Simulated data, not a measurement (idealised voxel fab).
Proc. module: voxel wiring stack
The figure presents cross-section cut, which has a width of 195 nm and is divided into square cells with an edge length of 5 nm.
Think of the cross-section as a grid of square cells. We describe it in bands, top to bottom, and each band covers one or more rows of those cells.
Band entry format. Leading values: height of top, height of bottom, nm. Remainder: materials in left-to-right order, each with its width in nm. Special words: "full width" on a single material, which then fills the band edge to edge; "air", empty space.
Measure heights from 0. That's the level where, below it, the as-received wafer is all one material. The lowest band is bottomless and extends downward; write it as in "0..down".
Read "30->40" as a graded width: first number on top, second number at the bottom, same change between each pair of neighbouring rows.
Any step labelled "identical to before" changed none of the cells in the cross-section.
In "Enclosed void catalog" the enclosed voids are listed, meaning empty spaces of 8 cells or larger without any opening to the top. The form is width x height at distance, distance from the left edge, units nm.
Whatever follows a step's settings on its line is a remark the simulator itself makes about that step.
overlay nm: step with mask; distance mask lay right of planned place; negative value = left of planned place.
**The process steps that were planned are listed below**
- 1: RECEIVE with material Si
- 2: CONFORMAL_DEP with material SiO2, thk nm 15
- 3: DIRECTIONAL_DEP with material TiN, thk nm 5
- 4: DIRECTIONAL_DEP with material Ru, thk nm 20
- 5: PATTERN with tone cover, mask id METAL_1, material resist, width nm 20, pitch nm 45, thk nm 20, overlay nm 0
- 6: DIRECTIONAL_ETCH with etch materials Ru, depth nm 20
- 7: DIRECTIONAL_ETCH with etch materials TiN, depth nm 5
- 8: STRIP with etch materials resist
- 9: FILL_DEP with material lowk, thk nm 10
- 10: CMP with height nm 40
- 11: CONFORMAL_DEP with material SiCN, thk nm 5
- 12: DIRECTIONAL_DEP with material lowk, thk nm 15
- 13: DIRECTIONAL_DEP with material aC, thk nm 15
- 14: PATTERN with tone open, mask id PLUG_1, material resist, width nm 15, pitch nm 45, thk nm 35, overlay nm 0
- 15: DIRECTIONAL_ETCH with etch materials aC, depth nm 15
- 16: STRIP with etch materials resist
- 17: DIRECTIONAL_ETCH with etch materials lowk, depth nm 15
- 18: DIRECTIONAL_ETCH with etch materials SiCN, depth nm 5
- 19: STRIP with etch materials aC
- 20: EPI with material Ru, thk nm 10
- 21: EPI with material Ru, thk nm 10
- 22: CONFORMAL_DEP with material SiN, thk nm 5
- 23: DIRECTIONAL_DEP with material SiO2, thk nm 15
- 24: DIRECTIONAL_DEP with material aC, thk nm 10
- 25: PATTERN with tone open, mask id METAL_2, material resist, width nm 20, pitch nm 45, thk nm 30, overlay nm 0
- 26: DIRECTIONAL_ETCH with etch materials aC, depth nm 10
- 27: STRIP with etch materials resist
- 28: DIRECTIONAL_ETCH with etch materials SiO2, depth nm 15
- 29: DIRECTIONAL_ETCH with etch materials SiN, depth nm 5
- 30: STRIP with etch materials aC
- 31: CONFORMAL_DEP with material TiN, thk nm 5
- 32: FILL_DEP with material Cu, thk nm 10
- 33: CMP with height nm 80
- 34: CONFORMAL_DEP with material SiCN, thk nm 5
- 35: DIRECTIONAL_DEP with material lowk, thk nm 30
- 36: DIRECTIONAL_DEP with material aC, thk nm 15
- 37: PATTERN with tone open, mask id METAL_3, material resist, width nm 20, pitch nm 45, thk nm 35, overlay nm 0
- 38: DIRECTIONAL_ETCH with etch materials aC, depth nm 15
- 39: STRIP with etch materials resist
- 40: DIRECTIONAL_ETCH with etch materials lowk, depth nm 15
- 41: STRIP with etch materials aC
- 42: MASKED_ETCH with tone open, mask id METAL_3_HOLES, width nm 15, pitch nm 45, etch materials lowk, depth nm 15, overlay nm 0
- 43: MASKED_ETCH with tone open, mask id METAL_3_HOLES, width nm 15, pitch nm 45, etch materials SiCN, depth nm 5, overlay nm 0
- 44: CONFORMAL_DEP with material TiN, thk nm 5
- 45: FILL_DEP with material Cu, thk nm 5
- 46: CMP with height nm 115
- 47: CONFORMAL_DEP with material SiCN, thk nm 5
- 48: DIRECTIONAL_DEP with material lowk, thk nm 10
- 49: MASKED_ETCH with tone open, mask id PLUG_3, width nm 15, pitch nm 45, etch materials lowk, depth nm 10, overlay nm 0
- 50: MASKED_ETCH with tone open, mask id PLUG_3, width nm 15, pitch nm 45, etch materials SiCN, depth nm 5, overlay nm 0
- 51: CONFORMAL_DEP with material TiN, thk nm 5
- 52: FILL_DEP with material Cu, thk nm 5
- 53: CMP with height nm 130
- 54: CONFORMAL_DEP with material SiCN, thk nm 5
- 55: DIRECTIONAL_DEP with material SiO2, thk nm 25
- 56: DIRECTIONAL_DEP with material aC, thk nm 10
- 57: PATTERN with tone open, mask id METAL_4, material resist, width nm 20, pitch nm 45, thk nm 25, overlay nm 0
- 58: DIRECTIONAL_ETCH with etch materials aC, depth nm 10
- 59: STRIP with etch materials resist
- 60: DIRECTIONAL_ETCH with etch materials SiO2, depth nm 25
- 61: DIRECTIONAL_ETCH with etch materials SiCN, depth nm 5
- 62: STRIP with etch materials aC
- 63: CONFORMAL_DEP with material TiN, thk nm 5
- 64: FILL_DEP with material Cu, thk nm 5
- 65: CMP with height nm 160
- 66: CONFORMAL_DEP with material SiCN, thk nm 5
**Cross-section of the wafer at receipt, which is the condition after step 1**
> 0..down  Si full width
> Enclosed void catalog: none
**a wafer at the end: this start, this plan, one mistake**
> 165..160  SiCN full width
> 160..135  40 nm SiO2, then 5 nm TiN, then 10 nm Cu, then 5 nm TiN, then 25 nm SiO2, then 5 nm TiN, then 10 nm Cu, then 5 nm TiN, then 25 nm SiO2, then 5 nm TiN, then 10 nm Cu, then 5 nm TiN, then 45 nm SiO2
> 135..130  40 nm SiCN, then 20 nm TiN, then 25 nm SiCN, then 20 nm TiN, then 25 nm SiCN, then 20 nm TiN, then 45 nm SiCN
> 130..120  40 nm lowk, then 5 nm TiN, then 5 nm Cu, then 5 nm TiN, then 30 nm lowk, then 5 nm TiN, then 5 nm Cu, then 5 nm TiN, then 30 nm lowk, then 5 nm TiN, then 5 nm Cu, then 5 nm TiN, then 50 nm lowk
> 120..115  40 nm SiCN, then 15 nm TiN, then 30 nm SiCN, then 15 nm TiN, then 30 nm SiCN, then 15 nm TiN, then 50 nm SiCN
> 115..105  40 nm lowk, then 5 nm TiN, then 10 nm Cu, then 5 nm TiN, then 25 nm lowk, then 5 nm TiN, then 10 nm Cu, then 5 nm TiN, then 25 nm lowk, then 5 nm TiN, then 10 nm Cu, then 5 nm TiN, then 45 nm lowk
> 105..100  40 nm lowk, then 5 nm TiN, then 5 nm Cu, then 10 nm TiN, then 25 nm lowk, then 5 nm TiN, then 5 nm Cu, then 10 nm TiN, then 25 nm lowk, then 5 nm TiN, then 5 nm Cu, then 10 nm TiN, then 45 nm lowk
> 100..85  40 nm lowk, then 5 nm TiN, then 5 nm Cu, then 5 nm TiN, then 30 nm lowk, then 5 nm TiN, then 5 nm Cu, then 5 nm TiN, then 30 nm lowk, then 5 nm TiN, then 5 nm Cu, then 5 nm TiN, then 50 nm lowk
> 85..80  40 nm SiCN, then 15 nm TiN, then 30 nm SiCN, then 15 nm TiN, then 30 nm SiCN, then 15 nm TiN, then 50 nm SiCN
> 80..65  40 nm SiO2, then 5 nm TiN, then 10 nm Cu, then 5 nm TiN, then 25 nm SiO2, then 5 nm TiN, then 10 nm Cu, then 5 nm TiN, then 25 nm SiO2, then 5 nm TiN, then 10 nm Cu, then 5 nm TiN, then 45 nm SiO2
> 65..60  40 nm SiN, then 20 nm TiN, then 25 nm SiN, then 20 nm TiN, then 25 nm SiN, then 20 nm TiN, then 45 nm SiN
> 60..45  40 nm lowk, then 5 nm SiN, then 5 nm TiN, then 5 nm SiN, then 30 nm lowk, then 5 nm SiN, then 5 nm TiN, then 5 nm SiN, then 30 nm lowk, then 5 nm SiN, then 5 nm TiN, then 5 nm SiN, then 50 nm lowk
> 45..40  40 nm SiCN, then 5 nm SiN, then 5 nm TiN, then 5 nm SiN, then 30 nm SiCN, then 5 nm SiN, then 5 nm TiN, then 5 nm SiN, then 30 nm SiCN, then 5 nm SiN, then 5 nm TiN, then 5 nm SiN, then 50 nm SiCN
> 40..30  lowk full width
> 30..10  40 nm lowk, then 20 nm Ru, then 25 nm lowk, then 20 nm Ru, then 25 nm lowk, then 20 nm Ru, then 45 nm lowk
> 10..5  40 nm lowk, then 20 nm TiN, then 25 nm lowk, then 20 nm TiN, then 25 nm lowk, then 20 nm TiN, then 45 nm lowk
> 5..0  SiO2 full width
> 0..down  Si full width
> Enclosed void catalog: none
Deviation noted in wafer processing: for step 2, the planned setting was not used; the step was instead run as CONFORMAL_DEP with material SiO2, thk nm 5
